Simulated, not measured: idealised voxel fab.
The name of this process module is voxel spacer lines.
The cross-section on display is named cut; it measures 210 nm wide, and its cells are 5 nm squares.
When this document writes out a cross-section, it uses a grid of square cells and lists it as bands, beginning at the top and moving down, with a band standing for one or more rows of cells. The band entry comprises the height of the band's top followed by the height of its bottom, expressed in nm, and subsequently the band's materials from left to right, each stated together with its width in nm. Where a single material is marked with the word "everywhere", that material fills the band from edge to edge. The word "blank" represents empty space. Note: height 0 marks the level under which the wafer is uniformly one material as received. Lowest band unbounded below, written "0 nm and below". A width given as "30 to 40" starts at the first number in the band's top row and ends at the second number in its bottom row, shifting by an equal amount at every step from row to row. No cell of the cross-section changed in a step that is given as "no modification". You'll see "Unvented voids" listing empty spaces that have no way open to the top, as long as they're 8 cells or more; the notation is width x height at distance, where the distance is from the left edge, and all of it is in nm. Where a step's line continues beyond its settings, the continuation is a remark by the simulator itself on that step. overlay nm: mask offset rightward from planned place, masked step; negative means leftward offset.
## The following list gives the planned process steps
1. RECEIVE,material Si
2. CONFORMAL_DEP,material Al2O3,thk nm 10
3. DIRECTIONAL_DEP,material W,thk nm 10
4. DIRECTIONAL_DEP,material aC,thk nm 20
5. PATTERN,tone cover,mask id MANDREL,material resist,width nm 15,pitch nm 50,thk nm 25,overlay nm 0
6. DIRECTIONAL_ETCH,etch materials aC,depth nm 20
7. STRIP,etch materials resist
8. CONFORMAL_DEP,material SiO2,thk nm 10
9. DIRECTIONAL_ETCH,etch materials SiO2,depth nm 10
10. STRIP,etch materials aC
11. DIRECTIONAL_ETCH,etch materials W,depth nm 10
12. STRIP,etch materials SiO2
## The following pertains to the first of two wafers, which was processed as planned
## Wafer cross-section on receipt, i.e. after step 1
  0 nm and below: Si everywhere
  Unvented voids: none
## after step 2
  10 nm to 0 nm: Al2O3 everywhere
  Under the height 0 nothing was changed.
## after step 3
  20 nm to 10 nm: W everywhere
  Under the height 10 nothing was changed.
## after step 4
  40 nm to 20 nm: aC everywhere
  Under the height 20 nothing was changed.
## after step 5
  65 nm to 40 nm: 70 of blank  15 of resist  35 of blank  15 of resist  75 of blank
  Under the height 40 nothing was changed.
## after step 6
  45 nm to 40 nm: 70 of blank  15 of resist  35 of blank  15 of resist  75 of blank
  40 nm to 20 nm: 70 of blank  15 of aC  35 of blank  15 of aC  75 of blank
  Under the height 20 nothing was changed.
## after step 7
  40 nm to 20 nm: 70 of blank  15 of aC  35 of blank  15 of aC  75 of blank
  Under the height 20 nothing was changed.
## after step 8
  50 nm to 40 nm: 60 of blank  35 of SiO2  15 of blank  35 of SiO2  65 of blank
  40 nm to 30 nm: 60 of blank  10 of SiO2  15 of aC  10 of SiO2  15 of blank  10 of SiO2  15 of aC  10 of SiO2  65 of blank
  30 nm to 20 nm: 70 of SiO2  15 of aC  35 of SiO2  15 of aC  75 of SiO2
  Under the height 20 nothing was changed.
## after step 9
  40 nm to 20 nm: 60 of blank  10 of SiO2  15 of aC  10 of SiO2  15 of blank  10 of SiO2  15 of aC  10 of SiO2  65 of blank
  Under the height 20 nothing was changed.
## after step 10
  40 nm to 20 nm: 60 of blank  10 of SiO2  15 of blank  10 of SiO2  15 of blank  10 of SiO2  15 of blank  10 of SiO2  65 of blank
  Under the height 20 nothing was changed.
## after step 11
  40 nm to 20 nm: 60 of blank  10 of SiO2  15 of blank  10 of SiO2  15 of blank  10 of SiO2  15 of blank  10 of SiO2  65 of blank
  20 nm to 10 nm: 60 of blank  10 of W  15 of blank  10 of W  15 of blank  10 of W  15 of blank  10 of W  65 of blank
  Under the height 10 nothing was changed.
## after step 12
  20 nm to 10 nm: 60 of blank  10 of W  15 of blank  10 of W  15 of blank  10 of W  15 of blank  10 of W  65 of blank
  Under the height 10 nothing was changed.
## Wafer two of two - same starting point, same process plan, one mistake in execution; matches wafer one up to and including step 4
## What the second wafer looks like in cross-section when step 5 should have wrapped up
  65 nm to 40 nm: 70 of resist  15 of blank  35 of resist  15 of blank  75 of resist
  Under the height 40 nothing was changed.
## What the second wafer looks like in cross-section when step 6 should have wrapped up
  45 nm to 40 nm: 70 of resist  15 of blank  35 of resist  15 of blank  75 of resist
  40 nm to 20 nm: 70 of aC  15 of blank  35 of aC  15 of blank  75 of aC
  Under the height 20 nothing was changed.
## What the second wafer looks like in cross-section when step 7 should have wrapped up
  40 nm to 20 nm: 70 of aC  15 of blank  35 of aC  15 of blank  75 of aC
  Under the height 20 nothing was changed.
## What the second wafer looks like in cross-section when step 8 should have wrapped up
  50 nm to 40 nm: SiO2 everywhere
  40 nm to 20 nm: 70 of aC  15 of SiO2  35 of aC  15 of SiO2  75 of aC
  Under the height 20 nothing was changed.
## What the second wafer looks like in cross-section when step 9 should have wrapped up
  40 nm to 20 nm: 70 of aC  15 of SiO2  35 of aC  15 of SiO2  75 of aC
  Under the height 20 nothing was changed.
## What the second wafer looks like in cross-section when step 10 should have wrapped up
  40 nm to 20 nm: 70 of blank  15 of SiO2  35 of blank  15 of SiO2  75 of blank
  Under the height 20 nothing was changed.
## What the second wafer looks like in cross-section when step 11 should have wrapped up
  40 nm to 20 nm: 70 of blank  15 of SiO2  35 of blank  15 of SiO2  75 of blank
  20 nm to 10 nm: 70 of blank  15 of W  35 of blank  15 of W  75 of blank
  Under the height 10 nothing was changed.
## What the second wafer looks like in cross-section when step 12 should have wrapped up
  20 nm to 10 nm: 70 of blank  15 of W  35 of blank  15 of W  75 of blank
  Under the height 10 nothing was changed.
Where did the run depart from the plan? for step 5, the planned setting was not used; the step was instead run as PATTERN,tone open,mask id MANDREL,material resist,width nm 15,pitch nm 50,thk nm 25,overlay nm 0
The second wafer ends with more or fewer cells of some materials than the first, per final count: 4 fewer of W
